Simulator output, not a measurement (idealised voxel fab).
process module | voxel local oxidation
cross-section cut | 240 nm wide | cells 5 nm
A cross-section is a grid of square cells, given in bands from the top down. A band is one or more rows of cells.
Each band's line starts with the height of the band's top and of its bottom, in nm. Then come its materials from left to right, each with its width in nm. One material with "throughout" fills the band from edge to edge. "air" is empty space.
Height 0 is the level under which the wafer as received is all one material. The lowest band goes on downwards, as in "0 down".
A width such as "30 to 40" changes by the same amount from each row of cells to the next, from the band's top row to its bottom row.
"no change" after a step means that no cell of the cross-section changed.
closed voids: empty space of 8 cells or more with no open way to the top, each as width x height at its distance from the left edge, in nm
after a step's settings: what the simulator itself notes on the step
overlay nm, on a step with a mask: how far to the right of its planned place the mask lay; to the left if negative
Each pair below shows a cross-section before one step and the cross-section after it, down to the lowest band that changed. The line under each pair gives the step between them, with its settings. The pairs can come from different runs of this module on the same starting wafer, so a pair continues from the pair above only where its "before" says so.
before
  0 down: Si throughout
  closed voids: none
after
  0 to -5: SiO2 throughout
  below -5: unchanged
  closed voids: none
the step between: op OXIDIZE | depth nm 5
before: the cross-section after the pair above
after
  15 to 0: SiN throughout
  below 0: unchanged
  closed voids: none
the step between: op CONFORMAL_DEP | material SiN | thk nm 15
before: the cross-section after the pair above
after
  15 to 0: air 75 | SiN 90 | air 75
  below 0: unchanged
  closed voids: none
the step between: op MASKED_ETCH | tone cover | mask id ACTIVE | width nm 90 | etch materials SiN | depth nm 15 | overlay nm 0
before: the cross-section after the pair above
after
  15 to 0: air 75 | SiN 90 | air 75
  0 to -5: air 80 | SiO2 80 | air 80
  below -5: unchanged
  closed voids: none
the step between: op SELECTIVE_ETCH | etch materials SiO2 | depth nm 5
before: the cross-section after the pair above
after
  15 to 0: air 75 | SiN 90 | air 75
  0 to -5: air 80 | SiO2 80 | air 80
  -5 to -15: SiO2 90 | Si 60 | SiO2 90
  below -15: unchanged
  closed voids: none
the step between: op OXIDIZE | depth nm 10
before: the cross-section after the pair above
after
  0 to -5: air 80 | SiO2 80 | air 80
  below -5: unchanged
  closed voids: none
the step between: op STRIP | etch materials SiN
before
  0 to -5: SiO2 throughout
  -5 down: Si throughout
  closed voids: none
after
  -5 down: Si throughout
  closed voids: none
the step between: op SELECTIVE_ETCH | etch materials SiO2 | depth nm 5
before: the cross-section after the pair above
after
  -5 to -15: SiO2 throughout
  below -15: unchanged
  closed voids: none
the step between: op OXIDIZE | depth nm 10
before
  15 to 0: air 75 | SiN 90 | air 75
  0 to -5: air 80 | SiO2 80 | air 80
  -5 down: Si throughout
  closed voids: none
after
  0 to -5: air 80 | SiO2 80 | air 80
  below -5: unchanged
  closed voids: none
the step between: op STRIP | etch materials SiN
before: the cross-section after the pair above
after
  0 to -5: air 80 | SiO2 80 | air 80
  -5 to -15: SiO2 90 | Si 60 | SiO2 90
  below -15: unchanged
  closed voids: none
the step between: op OXIDIZE | depth nm 10
before
  15 to 0: air 75 | SiN 90 | air 75
  0 to -5: air 80 | SiO2 80 | air 80
  -5 down: Si throughout
  closed voids: none
after
  15 to 0: air 75 | SiN 90 | air 75
  0 to -5: air 80 | SiO2 80 | air 80
  -5 to -10: SiO2 85 | Si 70 | SiO2 85
  below -10: unchanged
  closed voids: none
the step between: op OXIDIZE | depth nm 5
before: the cross-section after the pair above
after
  0 to -5: air 80 | SiO2 80 | air 80
  below -5: unchanged
  closed voids: none
the step between: op STRIP | etch materials SiN
before
  15 to 0: SiN throughout
  0 to -5: SiO2 throughout
  -5 down: Si throughout
  closed voids: none
after
  15 to 0: air 75 | SiN 95 | air 70
  below 0: unchanged
  closed voids: none
the step between: op MASKED_ETCH | tone cover | mask id ACTIVE | width nm 95 | etch materials SiN | depth nm 15 | overlay nm 0
before: the cross-section after the pair above
after
  15 to 0: air 75 | SiN 95 | air 70
  0 to -5: air 80 | SiO2 85 | air 75
  below -5: unchanged
  closed voids: none
the step between: op SELECTIVE_ETCH | etch materials SiO2 | depth nm 5
before: the cross-section after the pair above
after
  15 to 0: air 75 | SiN 95 | air 70
  0 to -5: air 80 | SiO2 85 | air 75
  -5 to -15: SiO2 90 | Si 65 | SiO2 85
  below -15: unchanged
  closed voids: none
the step between: op OXIDIZE | depth nm 10
before: the cross-section after the pair above
after
  0 to -5: air 80 | SiO2 85 | air 75
  below -5: unchanged
  closed voids: none
the step between: op STRIP | etch materials SiN
before
  15 to 0: SiN throughout
  0 to -5: SiO2 throughout
  -5 down: Si throughout
  closed voids: none
after
  15 to 0: air 85 | SiN 90 | air 65
  below 0: unchanged
  closed voids: none
the step between: op MASKED_ETCH | tone cover | mask id ACTIVE | width nm 90 | etch materials SiN | depth nm 15 | overlay nm 10
before: the cross-section after the pair above
after
  15 to 0: air 85 | SiN 90 | air 65
  0 to -5: air 90 | SiO2 80 | air 70
  below -5: unchanged
  closed voids: none
the step between: op SELECTIVE_ETCH | etch materials SiO2 | depth nm 5
before: the cross-section after the pair above
after
  15 to 0: air 85 | SiN 90 | air 65
  0 to -5: air 90 | SiO2 80 | air 70
  -5 to -15: SiO2 100 | Si 60 | SiO2 80
  below -15: unchanged
  closed voids: none
the step between: op OXIDIZE | depth nm 10
before: the cross-section after the pair above
after
  0 to -5: air 90 | SiO2 80 | air 70
  below -5: unchanged
  closed voids: none
the step between: op STRIP | etch materials SiN
before
  15 to 0: air 75 | SiN 90 | air 75
  0 to -5: air 80 | SiO2 80 | air 80
  -5 to -15: SiO2 90 | Si 60 | SiO2 90
  -15 down: Si throughout
  closed voids: none
after
  -5 to -15: air 90 | Si 60 | air 90
  below -15: unchanged
  closed voids: none
the step between: op STRIP | etch materials SiO2
before
  15 to 0: SiN throughout
  0 to -5: SiO2 throughout
  -5 down: Si throughout
  closed voids: none
after
  15 to 0: SiN 75 | air 90 | SiN 75
  below 0: unchanged
  closed voids: none
the step between: op MASKED_ETCH | tone open | mask id ACTIVE | width nm 90 | etch materials SiN | depth nm 15 | overlay nm 0
before: the cross-section after the pair above
after
  15 to 0: SiN 75 | air 90 | SiN 75
  0 to -5: SiO2 70 | air 100 | SiO2 70
  below -5: unchanged
  closed voids: none
the step between: op SELECTIVE_ETCH | etch materials SiO2 | depth nm 5
before: the cross-section after the pair above
after
  15 to 0: SiN 75 | air 90 | SiN 75
  0 to -5: SiO2 70 | air 100 | SiO2 70
  -5 to -15: Si 60 | SiO2 120 | Si 60
  below -15: unchanged
  closed voids: none
the step between: op OXIDIZE | depth nm 10
before: the cross-section after the pair above
after
  0 to -5: SiO2 70 | air 100 | SiO2 70
  below -5: unchanged
  closed voids: none
the step between: op STRIP | etch materials SiN
